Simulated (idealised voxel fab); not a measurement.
The document below concerns the process module designated voxel capacitor over wiring.
Xsec cut, 235 nm wide, square cell size 5 nm.
If you're reading a cross-section in this doc, picture square cells in a grid; it comes to you as bands, top ones listed first down to the bottom, and a band can be one or more rows of cells. It is stipulated that each band's entry specify, in nanometres, the height of the top of the band and then that of its bottom, followed by the materials of the band in left-to-right sequence, each together with its width in nanometres. A single material marked by the word "full width" is understood to fill the band from edge to edge; the word "blank" is understood to denote empty space. Heights are reckoned from 0. Under this level, the received wafer is all of one material. The bottommost band is open-ended downward, for example "z 0 and below". When a width is written as two numbers, as in "30 to 40", the first number is the width in the top row of cells of the band and the second is the width in its bottom row, and the width changes by the same amount from each row to the next. A step reported as "remained unchanged" is a step in which no cell of the cross-section changed. The list in "Enclosed empty spaces" covers empty spaces of 8 cells or more that cannot reach the top through any open way, and it gives each as width x height at distance; the distance is from the left edge, and width, height and distance are in nm. On a step's line, text after the settings is the simulator commenting on that step. If you see "overlay nm" on a step's line and that step has a mask, it's telling you how far right of where it was planned the mask ended up; a negative number means it went left instead.
The steps planned for the process are as follows
- 1: RECEIVE,material Si
- 2: CONFORMAL_DEP,material SiO2,thk nm 15
- 3: CONFORMAL_DEP,material SiCN,thk nm 5
- 4: DIRECTIONAL_DEP,material SiO2,thk nm 25
- 5: MASKED_ETCH,tone open,mask id METAL_1,width nm 30,pitch nm 85,etch materials SiO2,depth nm 25,overlay nm 0
- 6: MASKED_ETCH,tone open,mask id METAL_1,width nm 30,pitch nm 85,etch materials SiCN,depth nm 5,overlay nm 0
- 7: CONFORMAL_DEP,material TiN,thk nm 5
- 8: FILL_DEP,material Cu,thk nm 5
- 9: CMP,height nm 45
- 10: CONFORMAL_DEP,material SiCN,thk nm 5
- 11: DIRECTIONAL_DEP,material SiO2,thk nm 20
- 12: DIRECTIONAL_DEP,material aC,thk nm 15
- 13: PATTERN,tone open,mask id PLUG_1,material resist,width nm 15,thk nm 30,overlay nm 0
- 14: DIRECTIONAL_ETCH,etch materials aC,depth nm 15
- 15: STRIP,etch materials resist
- 16: DIRECTIONAL_ETCH,etch materials SiO2,depth nm 20
- 17: DIRECTIONAL_ETCH,etch materials SiCN,depth nm 5
- 18: STRIP,etch materials aC
- 19: CONFORMAL_DEP,material TiN,thk nm 5
- 20: FILL_DEP,material Cu,thk nm 10
- 21: CMP,height nm 70
- 22: DIRECTIONAL_DEP,material TiN,thk nm 10
- 23: DIRECTIONAL_DEP,material HfO2,thk nm 5
- 24: DIRECTIONAL_DEP,material TiN,thk nm 10
- 25: PATTERN,tone cover,mask id UPPER_PLATE,material resist,width nm 60,thk nm 15,overlay nm 0
- 26: DIRECTIONAL_ETCH,etch materials TiN,depth nm 10
- 27: DIRECTIONAL_ETCH,etch materials HfO2,depth nm 5
- 28: STRIP,etch materials resist
- 29: MASKED_ETCH,tone cover,mask id LOWER_PLATE,width nm 70,etch materials TiN,depth nm 10,overlay nm 0
- 30: FILL_DEP,material SiO2,thk nm 15
- 31: CMP,height nm 105
- 32: DIRECTIONAL_DEP,material aC,thk nm 15
- 33: PATTERN,tone open,mask id PLUG_2,material resist,width nm 15,thk nm 30,overlay nm 0
- 34: DIRECTIONAL_ETCH,etch materials aC,depth nm 15
- 35: STRIP,etch materials resist
- 36: DIRECTIONAL_ETCH,etch materials SiO2,depth nm 10
- 37: STRIP,etch materials aC
- 38: CONFORMAL_DEP,material TiN,thk nm 5
- 39: FILL_DEP,material Ru,thk nm 10
- 40: CMP,height nm 105
- 41: CONFORMAL_DEP,material SiN,thk nm 5
Cross-section, incoming material, after step 1
  z 0 and below | Si full width
  Enclosed empty spaces: none
Looking at the first of two wafers in cross-section at end of module - ran to plan
  z 110 to 105 | SiN full width
  z 105 to 100 | 85 of SiO2; 5 of TiN; 5 of Ru; 5 of TiN; 135 of SiO2
  z 100 to 95 | 85 of SiO2; 15 of TiN; 135 of SiO2
  z 95 to 85 | 75 of SiO2; 60 of TiN; 100 of SiO2
  z 85 to 80 | 75 of SiO2; 60 of HfO2; 100 of SiO2
  z 80 to 70 | 70 of SiO2; 70 of TiN; 95 of SiO2
  z 70 to 50 | 75 of SiO2; 5 of TiN; 5 of Cu; 5 of TiN; 145 of SiO2
  z 50 to 45 | 75 of SiCN; 15 of TiN; 145 of SiCN
  z 45 to 20 | 60 of SiO2; 5 of TiN; 20 of Cu; 5 of TiN; 55 of SiO2; 5 of TiN; 20 of Cu; 5 of TiN; 60 of SiO2
  z 20 to 15 | 60 of SiCN; 30 of TiN; 55 of SiCN; 30 of TiN; 60 of SiCN
  z 15 to 0 | SiO2 full width
  z 0 and below | Si full width
  Enclosed empty spaces: none
Here is the second of the two wafers cut open at the end of the module - same start, same plan as the first one, but we made one mistake running it
  z 110 to 105 | SiN full width
  z 105 to 100 | 85 of SiO2; 5 of TiN; 5 of Ru; 5 of TiN; 135 of SiO2
  z 100 to 95 | 85 of SiO2; 15 of TiN; 135 of SiO2
  z 95 to 85 | 75 of SiO2; 60 of TiN; 100 of SiO2
  z 85 to 80 | 75 of SiO2; 60 of HfO2; 100 of SiO2
  z 80 to 70 | 70 of SiO2; 70 of TiN; 95 of SiO2
  z 70 to 50 | 75 of SiO2; 5 of TiN; 5 of Cu; 5 of TiN; 145 of SiO2
  z 50 to 45 | 75 of SiCN; 15 of TiN; 145 of SiCN
  z 45 to 25 | 55 of SiO2; 5 of TiN; 30 of Cu; 5 of TiN; 45 of SiO2; 5 of TiN; 30 of Cu; 5 of TiN; 55 of SiO2
  z 25 to 20 | 55 of SiO2; 10 of TiN; 20 of Cu; 10 of TiN; 45 of SiO2; 10 of TiN; 20 of Cu; 10 of TiN; 55 of SiO2
  z 20 to 15 | 60 of SiCN; 30 of TiN; 55 of SiCN; 30 of TiN; 60 of SiCN
  z 15 to 0 | SiO2 full width
  z 0 and below | Si full width
  Enclosed empty spaces: none
Where did the run depart from the plan? step 5, actual vs plan mismatch, actual run MASKED_ETCH,tone open,mask id METAL_1,width nm 40,pitch nm 85,etch materials SiO2,depth nm 25,overlay nm 0
The closing comparison, in cells, has the second wafer with more or fewer of some materials than the first: Cu: 16 more | SiO2: 20 fewer | TiN: 4 more
